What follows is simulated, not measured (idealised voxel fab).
A process module follows: voxel spacer lines.
Section cut is 155 nm wide and gridded with 5 nm square cells.
Format of a cross-section: grid, square cells. Given as bands. Order: top down. Band: one or more rows of cells. Look at the band entry: it leads with the top's height and the bottom's height in nm. Then it lists the materials left to right, with a width in nm for each. The word "throughout" on a single material says that material fills the band edge to edge. The word "blank" is empty space. All heights in this document are referenced to 0, defined as the level beneath which the wafer, as received, consists entirely of one material. The lowest band is not bounded below; it extends indefinitely downward and is written in the form "from 0 down". A two-number width, for instance "30->40", indicates that the width is equal to the first number in the top row of the band and to the second number in the bottom row, and that it changes by a constant amount per row of cells. "no alterations made" for a step: no cell of the cross-section changed in that step. Closed-off voids of 8+ cells (no open route to the top) go in "Enclosed cavities", written width x height at distance from the left edge, in nm. Where a step's line continues beyond its settings, the continuation is a remark by the simulator itself on that step. On any step carrying a mask, the "overlay nm" setting, if present on the step's line, tells how far right of its planned place the mask lay; negative values point to the left. Reading key. Pairs: pre-step and post-step cross-section, one process step apart; post-step view only to lowest changed band. Step between + settings: beneath pair. Runs: pairs may be from different runs of this module, same starting wafer. Continuation from pair above: only where "Before the step" entry says.
**Before the step**
	from 0 down | Si throughout
	Enclosed cavities: none
**Cross-Section After Step**
	from 5 to 0 | Al2O3 throughout
	No changes below 0.
	Enclosed cavities: none
What was done to get from the before section above to the after section? CONFORMAL_DEP | material Al2O3 | thk nm 5
Before the step: as shown after the step in the preceding pair, directly above.
**Cross-Section After Step**
	from 25 to 5 | W throughout
	No changes below 5.
	Enclosed cavities: none
What was done to get from the before section above to the after section? DIRECTIONAL_DEP | material W | thk nm 20
Before the step: as shown after the step in the preceding pair, directly above.
**Cross-Section After Step**
	from 50 to 25 | polySi throughout
	No changes below 25.
	Enclosed cavities: none
What was done to get from the before section above to the after section? DIRECTIONAL_DEP | material polySi | thk nm 25
Before the step: as shown after the step in the preceding pair, directly above.
**Cross-Section After Step**
	from 80 to 50 | 20 of blank  15 of resist  35 of blank  15 of resist  35 of blank  15 of resist  20 of blank
	No changes below 50.
	Enclosed cavities: none
What was done to get from the before section above to the after section? PATTERN | tone cover | mask id MANDREL | material resist | width nm 15 | pitch nm 50 | thk nm 30 | overlay nm 0
Before the step: as shown after the step in the preceding pair, directly above.
**Cross-Section After Step**
	from 80 to 50 | 20 of blank  15 of resist  35 of blank  15 of resist  35 of blank  15 of resist  20 of blank
	from 50 to 25 | 20 of blank  15 of polySi  35 of blank  15 of polySi  35 of blank  15 of polySi  20 of blank
	No changes below 25.
	Enclosed cavities: none
What was done to get from the before section above to the after section? DIRECTIONAL_ETCH | etch materials polySi | depth nm 25
Before the step: as shown after the step in the preceding pair, directly above.
**Cross-Section After Step**
	from 50 to 25 | 20 of blank  15 of polySi  35 of blank  15 of polySi  35 of blank  15 of polySi  20 of blank
	No changes below 25.
	Enclosed cavities: none
What was done to get from the before section above to the after section? STRIP | etch materials resist
Before the step: as shown after the step in the preceding pair, directly above.
**Cross-Section After Step**
	from 60 to 50 | 10 of blank  35 of SiO2  15 of blank  35 of SiO2  15 of blank  35 of SiO2  10 of blank
	from 50 to 35 | 10 of blank  10 of SiO2  15 of polySi  10 of SiO2  15 of blank  10 of SiO2  15 of polySi  10 of SiO2  15 of blank  10 of SiO2  15 of polySi  10 of SiO2  10 of blank
	from 35 to 25 | 20 of SiO2  15 of polySi  35 of SiO2  15 of polySi  35 of SiO2  15 of polySi  20 of SiO2
	No changes below 25.
	Enclosed cavities: none
What was done to get from the before section above to the after section? CONFORMAL_DEP | material SiO2 | thk nm 10
Before the step: as shown after the step in the preceding pair, directly above.
**Cross-Section After Step**
	from 50 to 25 | 10 of blank  10 of SiO2  15 of polySi  10 of SiO2  15 of blank  10 of SiO2  15 of polySi  10 of SiO2  15 of blank  10 of SiO2  15 of polySi  10 of SiO2  10 of blank
	No changes below 25.
	Enclosed cavities: none
What was done to get from the before section above to the after section? DIRECTIONAL_ETCH | etch materials SiO2 | depth nm 10
Before the step: as shown after the step in the preceding pair, directly above.
**Cross-Section After Step**
	from 50 to 25 | 10 of blank  10 of SiO2  15 of blank  10 of SiO2  15 of blank  10 of SiO2  15 of blank  10 of SiO2  15 of blank  10 of SiO2  15 of blank  10 of SiO2  10 of blank
	No changes below 25.
	Enclosed cavities: none
What was done to get from the before section above to the after section? STRIP | etch materials polySi
Before the step: as shown after the step in the preceding pair, directly above.
**Cross-Section After Step**
	from 50 to 25 | 10 of blank  10 of SiO2  15 of blank  10 of SiO2  15 of blank  10 of SiO2  15 of blank  10 of SiO2  15 of blank  10 of SiO2  15 of blank  10 of SiO2  10 of blank
	from 25 to 5 | 10 of blank  10 of W  15 of blank  10 of W  15 of blank  10 of W  15 of blank  10 of W  15 of blank  10 of W  15 of blank  10 of W  10 of blank
	No changes below 5.
	Enclosed cavities: none
What was done to get from the before section above to the after section? DIRECTIONAL_ETCH | etch materials W | depth nm 20
Before the step: as shown after the step in the preceding pair, directly above.
**Cross-Section After Step**
	from 25 to 5 | 10 of blank  10 of W  15 of blank  10 of W  15 of blank  10 of W  15 of blank  10 of W  15 of blank  10 of W  15 of blank  10 of W  10 of blank
	No changes below 5.
	Enclosed cavities: none
What was done to get from the before section above to the after section? STRIP | etch materials SiO2
Before the step: as shown after the step in the preceding pair, directly above.
**Cross-Section After Step**
	from 30 to 25 | SiO2 throughout
	from 25 to 5 | 10 of SiO2  10 of W  15 of SiO2  10 of W  15 of SiO2  10 of W  15 of SiO2  10 of W  15 of SiO2  10 of W  15 of SiO2  10 of W  10 of SiO2
	No changes below 5.
	Enclosed cavities: none
What was done to get from the before section above to the after section? FILL_DEP | material SiO2 | thk nm 5
Before the step: as shown after the step in the preceding pair, directly above.
**Cross-Section After Step**
	from 25 to 5 | 10 of SiO2  10 of W  15 of SiO2  10 of W  15 of SiO2  10 of W  15 of SiO2  10 of W  15 of SiO2  10 of W  15 of SiO2  10 of W  10 of SiO2
	No changes below 5.
	Enclosed cavities: none
What was done to get from the before section above to the after section? CMP | height nm 25
**Before the step**
	from 0 down | Si throughout
	Enclosed cavities: none
**Cross-Section After Step**
	from 20 to 0 | W throughout
	No changes below 0.
	Enclosed cavities: none
What was done to get from the before section above to the after section? DIRECTIONAL_DEP | material W | thk nm 20
Before the step: as shown after the step in the preceding pair, directly above.
**Cross-Section After Step**
	from 45 to 20 | polySi throughout
	No changes below 20.
	Enclosed cavities: none
What was done to get from the before section above to the after section? DIRECTIONAL_DEP | material polySi | thk nm 25
Before the step: as shown after the step in the preceding pair, directly above.
**Cross-Section After Step**
	from 75 to 45 | 20 of blank  15 of resist  35 of blank  15 of resist  35 of blank  15 of resist  20 of blank
	No changes below 45.
	Enclosed cavities: none
What was done to get from the before section above to the after section? PATTERN | tone cover | mask id MANDREL | material resist | width nm 15 | pitch nm 50 | thk nm 30 | overlay nm 0
Before the step: as shown after the step in the preceding pair, directly above.
**Cross-Section After Step**
	from 75 to 45 | 20 of blank  15 of resist  35 of blank  15 of resist  35 of blank  15 of resist  20 of blank
	from 45 to 20 | 20 of blank  15 of polySi  35 of blank  15 of polySi  35 of blank  15 of polySi  20 of blank
	No changes below 20.
	Enclosed cavities: none
What was done to get from the before section above to the after section? DIRECTIONAL_ETCH | etch materials polySi | depth nm 25
Before the step: as shown after the step in the preceding pair, directly above.
**Cross-Section After Step**
	from 45 to 20 | 20 of blank  15 of polySi  35 of blank  15 of polySi  35 of blank  15 of polySi  20 of blank
	No changes below 20.
	Enclosed cavities: none
What was done to get from the before section above to the after section? STRIP | etch materials resist
Before the step: as shown after the step in the preceding pair, directly above.
**Cross-Section After Step**
	from 55 to 45 | 10 of blank  35 of SiO2  15 of blank  35 of SiO2  15 of blank  35 of SiO2  10 of blank
	from 45 to 30 | 10 of blank  10 of SiO2  15 of polySi  10 of SiO2  15 of blank  10 of SiO2  15 of polySi  10 of SiO2  15 of blank  10 of SiO2  15 of polySi  10 of SiO2  10 of blank
	from 30 to 20 | 20 of SiO2  15 of polySi  35 of SiO2  15 of polySi  35 of SiO2  15 of polySi  20 of SiO2
	No changes below 20.
	Enclosed cavities: none
What was done to get from the before section above to the after section? CONFORMAL_DEP | material SiO2 | thk nm 10
Before the step: as shown after the step in the preceding pair, directly above.
**Cross-Section After Step**
	from 45 to 20 | 10 of blank  10 of SiO2  15 of polySi  10 of SiO2  15 of blank  10 of SiO2  15 of polySi  10 of SiO2  15 of blank  10 of SiO2  15 of polySi  10 of SiO2  10 of blank
	No changes below 20.
	Enclosed cavities: none
What was done to get from the before section above to the after section? DIRECTIONAL_ETCH | etch materials SiO2 | depth nm 10
Before the step: as shown after the step in the preceding pair, directly above.
**Cross-Section After Step**
	from 45 to 20 | 10 of blank  10 of SiO2  15 of blank  10 of SiO2  15 of blank  10 of SiO2  15 of blank  10 of SiO2  15 of blank  10 of SiO2  15 of blank  10 of SiO2  10 of blank
	No changes below 20.
	Enclosed cavities: none
What was done to get from the before section above to the after section? STRIP | etch materials polySi
Before the step: as shown after the step in the preceding pair, directly above.
**Cross-Section After Step**
	from 45 to 20 | 10 of blank  10 of SiO2  15 of blank  10 of SiO2  15 of blank  10 of SiO2  15 of blank  10 of SiO2  15 of blank  10 of SiO2  15 of blank  10 of SiO2  10 of blank
	from 20 to 0 | 10 of blank  10 of W  15 of blank  10 of W  15 of blank  10 of W  15 of blank  10 of W  15 of blank  10 of W  15 of blank  10 of W  10 of blank
	No changes below 0.
	Enclosed cavities: none
What was done to get from the before section above to the after section? DIRECTIONAL_ETCH | etch materials W | depth nm 20
Before the step: as shown after the step in the preceding pair, directly above.
**Cross-Section After Step**
	from 20 to 0 | 10 of blank  10 of W  15 of blank  10 of W  15 of blank  10 of W  15 of blank  10 of W  15 of blank  10 of W  15 of blank  10 of W  10 of blank
	No changes below 0.
	Enclosed cavities: none
What was done to get from the before section above to the after section? STRIP | etch materials SiO2
Before the step: as shown after the step in the preceding pair, directly above.
**Cross-Section After Step**
	from 25 to 20 | SiO2 throughout
	from 20 to 0 | 10 of SiO2  10 of W  15 of SiO2  10 of W  15 of SiO2  10 of W  15 of SiO2  10 of W  15 of SiO2  10 of W  15 of SiO2  10 of W  10 of SiO2
	No changes below 0.
	Enclosed cavities: none
What was done to get from the before section above to the after section? FILL_DEP | material SiO2 | thk nm 5
**Before the step**
	from 30 to 25 | SiO2 throughout
	from 25 to 5 | 10 of SiO2  10 of W  15 of SiO2  10 of W  15 of SiO2  10 of W  15 of SiO2  10 of W  15 of SiO2  10 of W  15 of SiO2  10 of W  10 of SiO2
	from 5 to 0 | Al2O3 throughout
	from 0 down | Si throughout
	Enclosed cavities: none
**Cross-Section After Step**
	from 35 to 25 | SiO2 throughout
	No changes below 25.
	Enclosed cavities: none
What was done to get from the before section above to the after section? FILL_DEP | material SiO2 | thk nm 5
Before the step: as shown after the step in the preceding pair, directly above.
**Cross-Section After Step**
	from 25 to 5 | 10 of SiO2  10 of W  15 of SiO2  10 of W  15 of SiO2  10 of W  15 of SiO2  10 of W  15 of SiO2  10 of W  15 of SiO2  10 of W  10 of SiO2
	No changes below 5.
	Enclosed cavities: none
What was done to get from the before section above to the after section? CMP | height nm 25
**Before the step**
	from 20 to 0 | W throughout
	from 0 down | Si throughout
	Enclosed cavities: none
**Cross-Section After Step**
	from 25 to 20 | Al2O3 throughout
	No changes below 20.
	Enclosed cavities: none
What was done to get from the before section above to the after section? CONFORMAL_DEP | material Al2O3 | thk nm 5
Before the step: as shown after the step in the preceding pair, directly above.
**Cross-Section After Step**
	from 50 to 25 | polySi throughout
	No changes below 25.
	Enclosed cavities: none
What was done to get from the before section above to the after section? DIRECTIONAL_DEP | material polySi | thk nm 25
Before the step: as shown after the step in the preceding pair, directly above.
**Cross-Section After Step**
	from 80 to 50 | 20 of blank  15 of resist  35 of blank  15 of resist  35 of blank  15 of resist  20 of blank
	No changes below 50.
	Enclosed cavities: none
What was done to get from the before section above to the after section? PATTERN | tone cover | mask id MANDREL | material resist | width nm 15 | pitch nm 50 | thk nm 30 | overlay nm 0
Before the step: as shown after the step in the preceding pair, directly above.
**Cross-Section After Step**
	from 80 to 50 | 20 of blank  15 of resist  35 of blank  15 of resist  35 of blank  15 of resist  20 of blank
	from 50 to 25 | 20 of blank  15 of polySi  35 of blank  15 of polySi  35 of blank  15 of polySi  20 of blank
	No changes below 25.
	Enclosed cavities: none
What was done to get from the before section above to the after section? DIRECTIONAL_ETCH | etch materials polySi | depth nm 25
Before the step: as shown after the step in the preceding pair, directly above.
**Cross-Section After Step**
	from 50 to 25 | 20 of blank  15 of polySi  35 of blank  15 of polySi  35 of blank  15 of polySi  20 of blank
	No changes below 25.
	Enclosed cavities: none
What was done to get from the before section above to the after section? STRIP | etch materials resist
Before the step: as shown after the step in the preceding pair, directly above.
**Cross-Section After Step**
	from 60 to 50 | 10 of blank  35 of SiO2  15 of blank  35 of SiO2  15 of blank  35 of SiO2  10 of blank
	from 50 to 35 | 10 of blank  10 of SiO2  15 of polySi  10 of SiO2  15 of blank  10 of SiO2  15 of polySi  10 of SiO2  15 of blank  10 of SiO2  15 of polySi  10 of SiO2  10 of blank
	from 35 to 25 | 20 of SiO2  15 of polySi  35 of SiO2  15 of polySi  35 of SiO2  15 of polySi  20 of SiO2
	No changes below 25.
	Enclosed cavities: none
What was done to get from the before section above to the after section? CONFORMAL_DEP | material SiO2 | thk nm 10
Before the step: as shown after the step in the preceding pair, directly above.
**Cross-Section After Step**
	from 50 to 25 | 10 of blank  10 of SiO2  15 of polySi  10 of SiO2  15 of blank  10 of SiO2  15 of polySi  10 of SiO2  15 of blank  10 of SiO2  15 of polySi  10 of SiO2  10 of blank
	No changes below 25.
	Enclosed cavities: none
What was done to get from the before section above to the after section? DIRECTIONAL_ETCH | etch materials SiO2 | depth nm 10
Before the step: as shown after the step in the preceding pair, directly above.
**Cross-Section After Step**
	from 50 to 25 | 10 of blank  10 of SiO2  15 of blank  10 of SiO2  15 of blank  10 of SiO2  15 of blank  10 of SiO2  15 of blank  10 of SiO2  15 of blank  10 of SiO2  10 of blank
	No changes below 25.
	Enclosed cavities: none
What was done to get from the before section above to the after section? STRIP | etch materials polySi
Before the step: as shown after the step in the preceding pair, directly above.
**Cross-Section After Step**
	from 25 to 20 | Al2O3 throughout
	No changes below 20.
	Enclosed cavities: none
What was done to get from the before section above to the after section? STRIP | etch materials SiO2
Before the step: as shown after the step in the preceding pair, directly above.
**Cross-Section After Step**
	from 30 to 25 | SiO2 throughout
	No changes below 25.
	Enclosed cavities: none
What was done to get from the before section above to the after section? FILL_DEP | material SiO2 | thk nm 5
Before the step: as shown after the step in the preceding pair, directly above.
**Cross-Section After Step**
	from 25 to 20 | Al2O3 throughout
	No changes below 20.
	Enclosed cavities: none
What was done to get from the before section above to the after section? CMP | height nm 25
**Before the step**
	from 5 to 0 | Al2O3 throughout
	from 0 down | Si throughout
	Enclosed cavities: none
**Cross-Section After Step**
	from 20 to 5 | W throughout
	No changes below 5.
	Enclosed cavities: none
What was done to get from the before section above to the after section? DIRECTIONAL_DEP | material W | thk nm 15
Before the step: as shown after the step in the preceding pair, directly above.
**Cross-Section After Step**
	from 45 to 20 | polySi throughout
	No changes below 20.
	Enclosed cavities: none
What was done to get from the before section above to the after section? DIRECTIONAL_DEP | material polySi | thk nm 25
Before the step: as shown after the step in the preceding pair, directly above.
**Cross-Section After Step**
	from 75 to 45 | 20 of blank  15 of resist  35 of blank  15 of resist  35 of blank  15 of resist  20 of blank
	No changes below 45.
	Enclosed cavities: none
What was done to get from the before section above to the after section? PATTERN | tone cover | mask id MANDREL | material resist | width nm 15 | pitch nm 50 | thk nm 30 | overlay nm 0
Before the step: as shown after the step in the preceding pair, directly above.
**Cross-Section After Step**
	from 75 to 45 | 20 of blank  15 of resist  35 of blank  15 of resist  35 of blank  15 of resist  20 of blank
	from 45 to 20 | 20 of blank  15 of polySi  35 of blank  15 of polySi  35 of blank  15 of polySi  20 of blank
	No changes below 20.
	Enclosed cavities: none
What was done to get from the before section above to the after section? DIRECTIONAL_ETCH | etch materials polySi | depth nm 25
Before the step: as shown after the step in the preceding pair, directly above.
**Cross-Section After Step**
	from 45 to 20 | 20 of blank  15 of polySi  35 of blank  15 of polySi  35 of blank  15 of polySi  20 of blank
	No changes below 20.
	Enclosed cavities: none
What was done to get from the before section above to the after section? STRIP | etch materials resist
Before the step: as shown after the step in the preceding pair, directly above.
**Cross-Section After Step**
	from 55 to 45 | 10 of blank  35 of SiO2  15 of blank  35 of SiO2  15 of blank  35 of SiO2  10 of blank
	from 45 to 30 | 10 of blank  10 of SiO2  15 of polySi  10 of SiO2  15 of blank  10 of SiO2  15 of polySi  10 of SiO2  15 of blank  10 of SiO2  15 of polySi  10 of SiO2  10 of blank
	from 30 to 20 | 20 of SiO2  15 of polySi  35 of SiO2  15 of polySi  35 of SiO2  15 of polySi  20 of SiO2
	No changes below 20.
	Enclosed cavities: none
What was done to get from the before section above to the after section? CONFORMAL_DEP | material SiO2 | thk nm 10
Before the step: as shown after the step in the preceding pair, directly above.
**Cross-Section After Step**
	from 45 to 20 | 10 of blank  10 of SiO2  15 of polySi  10 of SiO2  15 of blank  10 of SiO2  15 of polySi  10 of SiO2  15 of blank  10 of SiO2  15 of polySi  10 of SiO2  10 of blank
	No changes below 20.
	Enclosed cavities: none
What was done to get from the before section above to the after section? DIRECTIONAL_ETCH | etch materials SiO2 | depth nm 10
Before the step: as shown after the step in the preceding pair, directly above.
**Cross-Section After Step**
	from 45 to 20 | 10 of blank  10 of SiO2  15 of blank  10 of SiO2  15 of blank  10 of SiO2  15 of blank  10 of SiO2  15 of blank  10 of SiO2  15 of blank  10 of SiO2  10 of blank
	No changes below 20.
	Enclosed cavities: none
What was done to get from the before section above to the after section? STRIP | etch materials polySi
Before the step: as shown after the step in the preceding pair, directly above.
**Cross-Section After Step**
	from 45 to 20 | 10 of blank  10 of SiO2  15 of blank  10 of SiO2  15 of blank  10 of SiO2  15 of blank  10 of SiO2  15 of blank  10 of SiO2  15 of blank  10 of SiO2  10 of blank
	from 20 to 5 | 10 of blank  10 of W  15 of blank  10 of W  15 of blank  10 of W  15 of blank  10 of W  15 of blank  10 of W  15 of blank  10 of W  10 of blank
	No changes below 5.
	Enclosed cavities: none
What was done to get from the before section above to the after section? DIRECTIONAL_ETCH | etch materials W | depth nm 20
Before the step: as shown after the step in the preceding pair, directly above.
**Cross-Section After Step**
	from 20 to 5 | 10 of blank  10 of W  15 of blank  10 of W  15 of blank  10 of W  15 of blank  10 of W  15 of blank  10 of W  15 of blank  10 of W  10 of blank
	No changes below 5.
	Enclosed cavities: none
What was done to get from the before section above to the after section? STRIP | etch materials SiO2
Before the step: as shown after the step in the preceding pair, directly above.
**Cross-Section After Step**
	from 25 to 20 | SiO2 throughout
	from 20 to 5 | 10 of SiO2  10 of W  15 of SiO2  10 of W  15 of SiO2  10 of W  15 of SiO2  10 of W  15 of SiO2  10 of W  15 of SiO2  10 of W  10 of SiO2
	No changes below 5.
	Enclosed cavities: none
What was done to get from the before section above to the after section? FILL_DEP | material SiO2 | thk nm 5
**Before the step**
	from 50 to 25 | polySi throughout
	from 25 to 5 | W throughout
	from 5 to 0 | Al2O3 throughout
	from 0 down | Si throughout
	Enclosed cavities: none
**Cross-Section After Step**
	from 80 to 50 | 15 of blank  25 of resist  25 of blank  25 of resist  25 of blank  25 of resist  15 of blank
	No changes below 50.
	Enclosed cavities: none
What was done to get from the before section above to the after section? PATTERN | tone cover | mask id MANDREL | material resist | width nm 25 | pitch nm 50 | thk nm 30 | overlay nm 0
Before the step: as shown after the step in the preceding pair, directly above.
**Cross-Section After Step**
	from 80 to 50 | 15 of blank  25 of resist  25 of blank  25 of resist  25 of blank  25 of resist  15 of blank
	from 50 to 25 | 15 of blank  25 of polySi  25 of blank  25 of polySi  25 of blank  25 of polySi  15 of blank
	No changes below 25.
	Enclosed cavities: none
What was done to get from the before section above to the after section? DIRECTIONAL_ETCH | etch materials polySi | depth nm 25
Before the step: as shown after the step in the preceding pair, directly above.
**Cross-Section After Step**
	from 50 to 25 | 15 of blank  25 of polySi  25 of blank  25 of polySi  25 of blank  25 of polySi  15 of blank
	No changes below 25.
	Enclosed cavities: none
What was done to get from the before section above to the after section? STRIP | etch materials resist
Before the step: as shown after the step in the preceding pair, directly above.
**Cross-Section After Step**
	from 60 to 50 | 5 of blank  45 of SiO2  5 of blank  45 of SiO2  5 of blank  45 of SiO2  5 of blank
	from 50 to 35 | 5 of blank  10 of SiO2  25 of polySi  10 of SiO2  5 of blank  10 of SiO2  25 of polySi  10 of SiO2  5 of blank  10 of SiO2  25 of polySi  10 of SiO2  5 of blank
	from 35 to 25 | 15 of SiO2  25 of polySi  25 of SiO2  25 of polySi  25 of SiO2  25 of polySi  15 of SiO2
	No changes below 25.
	Enclosed cavities: none
What was done to get from the before section above to the after section? CONFORMAL_DEP | material SiO2 | thk nm 10
Before the step: as shown after the step in the preceding pair, directly above.
**Cross-Section After Step**
	from 50 to 25 | 5 of blank  10 of SiO2  25 of polySi  10 of SiO2  5 of blank  10 of SiO2  25 of polySi  10 of SiO2  5 of blank  10 of SiO2  25 of polySi  10 of SiO2  5 of blank
	No changes below 25.
	Enclosed cavities: none
What was done to get from the before section above to the after section? DIRECTIONAL_ETCH | etch materials SiO2 | depth nm 10
Before the step: as shown after the step in the preceding pair, directly above.
**Cross-Section After Step**
	from 50 to 25 | 5 of blank  10 of SiO2  25 of blank  10 of SiO2  5 of blank  10 of SiO2  25 of blank  10 of SiO2  5 of blank  10 of SiO2  25 of blank  10 of SiO2  5 of blank
	No changes below 25.
	Enclosed cavities: none
What was done to get from the before section above to the after section? STRIP | etch materials polySi
Before the step: as shown after the step in the preceding pair, directly above.
**Cross-Section After Step**
	from 50 to 25 | 5 of blank  10 of SiO2  25 of blank  10 of SiO2  5 of blank  10 of SiO2  25 of blank  10 of SiO2  5 of blank  10 of SiO2  25 of blank  10 of SiO2  5 of blank
	from 25 to 5 | 5 of blank  10 of W  25 of blank  10 of W  5 of blank  10 of W  25 of blank  10 of W  5 of blank  10 of W  25 of blank  10 of W  5 of blank
	No changes below 5.
	Enclosed cavities: none
What was done to get from the before section above to the after section? DIRECTIONAL_ETCH | etch materials W | depth nm 20
Before the step: as shown after the step in the preceding pair, directly above.
**Cross-Section After Step**
	from 25 to 5 | 5 of blank  10 of W  25 of blank  10 of W  5 of blank  10 of W  25 of blank  10 of W  5 of blank  10 of W  25 of blank  10 of W  5 of blank
	No changes below 5.
	Enclosed cavities: none
What was done to get from the before section above to the after section? STRIP | etch materials SiO2
Before the step: as shown after the step in the preceding pair, directly above.
**Cross-Section After Step**
	from 30 to 25 | SiO2 throughout
	from 25 to 5 | 5 of SiO2  10 of W  25 of SiO2  10 of W  5 of SiO2  10 of W  25 of SiO2  10 of W  5 of SiO2  10 of W  25 of SiO2  10 of W  5 of SiO2
	No changes below 5.
	Enclosed cavities: none
What was done to get from the before section above to the after section? FILL_DEP | material SiO2 | thk nm 5
Before the step: as shown after the step in the preceding pair, directly above.
**Cross-Section After Step**
	from 25 to 5 | 5 of SiO2  10 of W  25 of SiO2  10 of W  5 of SiO2  10 of W  25 of SiO2  10 of W  5 of SiO2  10 of W  25 of SiO2  10 of W  5 of SiO2
	No changes below 5.
	Enclosed cavities: none
What was done to get from the before section above to the after section? CMP | height nm 25
**Before the step**
	from 50 to 25 | polySi throughout
	from 25 to 5 | W throughout
	from 5 to 0 | Al2O3 throughout
	from 0 down | Si throughout
	Enclosed cavities: none
**Cross-Section After Step**
	from 80 to 50 | 25 of blank  15 of resist  35 of blank  15 of resist  35 of blank  15 of resist  15 of blank
	No changes below 50.
	Enclosed cavities: none
What was done to get from the before section above to the after section? PATTERN | tone cover | mask id MANDREL | material resist | width nm 15 | pitch nm 50 | thk nm 30 | overlay nm 5
Before the step: as shown after the step in the preceding pair, directly above.
**Cross-Section After Step**
	from 80 to 50 | 25 of blank  15 of resist  35 of blank  15 of resist  35 of blank  15 of resist  15 of blank
	from 50 to 25 | 25 of blank  15 of polySi  35 of blank  15 of polySi  35 of blank  15 of polySi  15 of blank
	No changes below 25.
	Enclosed cavities: none
What was done to get from the before section above to the after section? DIRECTIONAL_ETCH | etch materials polySi | depth nm 25
Before the step: as shown after the step in the preceding pair, directly above.
**Cross-Section After Step**
	from 50 to 25 | 25 of blank  15 of polySi  35 of blank  15 of polySi  35 of blank  15 of polySi  15 of blank
	No changes below 25.
	Enclosed cavities: none
What was done to get from the before section above to the after section? STRIP | etch materials resist
Before the step: as shown after the step in the preceding pair, directly above.
**Cross-Section After Step**
	from 60 to 50 | 15 of blank  35 of SiO2  15 of blank  35 of SiO2  15 of blank  35 of SiO2  5 of blank
	from 50 to 35 | 15 of blank  10 of SiO2  15 of polySi  10 of SiO2  15 of blank  10 of SiO2  15 of polySi  10 of SiO2  15 of blank  10 of SiO2  15 of polySi  10 of SiO2  5 of blank
	from 35 to 25 | 25 of SiO2  15 of polySi  35 of SiO2  15 of polySi  35 of SiO2  15 of polySi  15 of SiO2
	No changes below 25.
	Enclosed cavities: none
What was done to get from the before section above to the after section? CONFORMAL_DEP | material SiO2 | thk nm 10
Before the step: as shown after the step in the preceding pair, directly above.
**Cross-Section After Step**
	from 50 to 25 | 15 of blank  10 of SiO2  15 of polySi  10 of SiO2  15 of blank  10 of SiO2  15 of polySi  10 of SiO2  15 of blank  10 of SiO2  15 of polySi  10 of SiO2  5 of blank
	No changes below 25.
	Enclosed cavities: none
What was done to get from the before section above to the after section? DIRECTIONAL_ETCH | etch materials SiO2 | depth nm 10
Before the step: as shown after the step in the preceding pair, directly above.
**Cross-Section After Step**
	from 50 to 25 | 15 of blank  10 of SiO2  15 of blank  10 of SiO2  15 of blank  10 of SiO2  15 of blank  10 of SiO2  15 of blank  10 of SiO2  15 of blank  10 of SiO2  5 of blank
	No changes below 25.
	Enclosed cavities: none
What was done to get from the before section above to the after section? STRIP | etch materials polySi
Before the step: as shown after the step in the preceding pair, directly above.
**Cross-Section After Step**
	from 50 to 25 | 15 of blank  10 of SiO2  15 of blank  10 of SiO2  15 of blank  10 of SiO2  15 of blank  10 of SiO2  15 of blank  10 of SiO2  15 of blank  10 of SiO2  5 of blank
	from 25 to 5 | 15 of blank  10 of W  15 of blank  10 of W  15 of blank  10 of W  15 of blank  10 of W  15 of blank  10 of W  15 of blank  10 of W  5 of blank
	No changes below 5.
	Enclosed cavities: none
What was done to get from the before section above to the after section? DIRECTIONAL_ETCH | etch materials W | depth nm 20
Before the step: as shown after the step in the preceding pair, directly above.
**Cross-Section After Step**
	from 25 to 5 | 15 of blank  10 of W  15 of blank  10 of W  15 of blank  10 of W  15 of blank  10 of W  15 of blank  10 of W  15 of blank  10 of W  5 of blank
	No changes below 5.
	Enclosed cavities: none
What was done to get from the before section above to the after section? STRIP | etch materials SiO2
Before the step: as shown after the step in the preceding pair, directly above.
**Cross-Section After Step**
	from 30 to 25 | SiO2 throughout
	from 25 to 5 | 15 of SiO2  10 of W  15 of SiO2  10 of W  15 of SiO2  10 of W  15 of SiO2  10 of W  15 of SiO2  10 of W  15 of SiO2  10 of W  5 of SiO2
	No changes below 5.
	Enclosed cavities: none
What was done to get from the before section above to the after section? FILL_DEP | material SiO2 | thk nm 5
Before the step: as shown after the step in the preceding pair, directly above.
**Cross-Section After Step**
	from 25 to 5 | 15 of SiO2  10 of W  15 of SiO2  10 of W  15 of SiO2  10 of W  15 of SiO2  10 of W  15 of SiO2  10 of W  15 of SiO2  10 of W  5 of SiO2
	No changes below 5.
	Enclosed cavities: none
What was done to get from the before section above to the after section? CMP | height nm 25
**Before the step**
	from 0 down | Si throughout
	Enclosed cavities: none
**Cross-Section After Step**
	from 5 to 0 | W throughout
	No changes below 0.
	Enclosed cavities: none
What was done to get from the before section above to the after section? CONFORMAL_DEP | material W | thk nm 5
Before the step: as shown after the step in the preceding pair, directly above.
**Cross-Section After Step**
	from 25 to 0 | W throughout
	No changes below 0.
	Enclosed cavities: none
What was done to get from the before section above to the after section? DIRECTIONAL_DEP | material W | thk nm 20
Before the step: as shown after the step in the preceding pair, directly above.
**Cross-Section After Step**
	from 50 to 25 | polySi throughout
	No changes below 25.
	Enclosed cavities: none
What was done to get from the before section above to the after section? DIRECTIONAL_DEP | material polySi | thk nm 25
Before the step: as shown after the step in the preceding pair, directly above.
**Cross-Section After Step**
	from 80 to 50 | 20 of blank  15 of resist  35 of blank  15 of resist  35 of blank  15 of resist  20 of blank
	No changes below 50.
	Enclosed cavities: none
What was done to get from the before section above to the after section? PATTERN | tone cover | mask id MANDREL | material resist | width nm 15 | pitch nm 50 | thk nm 30 | overlay nm 0
Before the step: as shown after the step in the preceding pair, directly above.
**Cross-Section After Step**
	from 80 to 50 | 20 of blank  15 of resist  35 of blank  15 of resist  35 of blank  15 of resist  20 of blank
	from 50 to 25 | 20 of blank  15 of polySi  35 of blank  15 of polySi  35 of blank  15 of polySi  20 of blank
	No changes below 25.
	Enclosed cavities: none
What was done to get from the before section above to the after section? DIRECTIONAL_ETCH | etch materials polySi | depth nm 25
Before the step: as shown after the step in the preceding pair, directly above.
**Cross-Section After Step**
	from 50 to 25 | 20 of blank  15 of polySi  35 of blank  15 of polySi  35 of blank  15 of polySi  20 of blank
	No changes below 25.
	Enclosed cavities: none
What was done to get from the before section above to the after section? STRIP | etch materials resist
Before the step: as shown after the step in the preceding pair, directly above.
**Cross-Section After Step**
	from 60 to 50 | 10 of blank  35 of SiO2  15 of blank  35 of SiO2  15 of blank  35 of SiO2  10 of blank
	from 50 to 35 | 10 of blank  10 of SiO2  15 of polySi  10 of SiO2  15 of blank  10 of SiO2  15 of polySi  10 of SiO2  15 of blank  10 of SiO2  15 of polySi  10 of SiO2  10 of blank
	from 35 to 25 | 20 of SiO2  15 of polySi  35 of SiO2  15 of polySi  35 of SiO2  15 of polySi  20 of SiO2
	No changes below 25.
	Enclosed cavities: none
What was done to get from the before section above to the after section? CONFORMAL_DEP | material SiO2 | thk nm 10
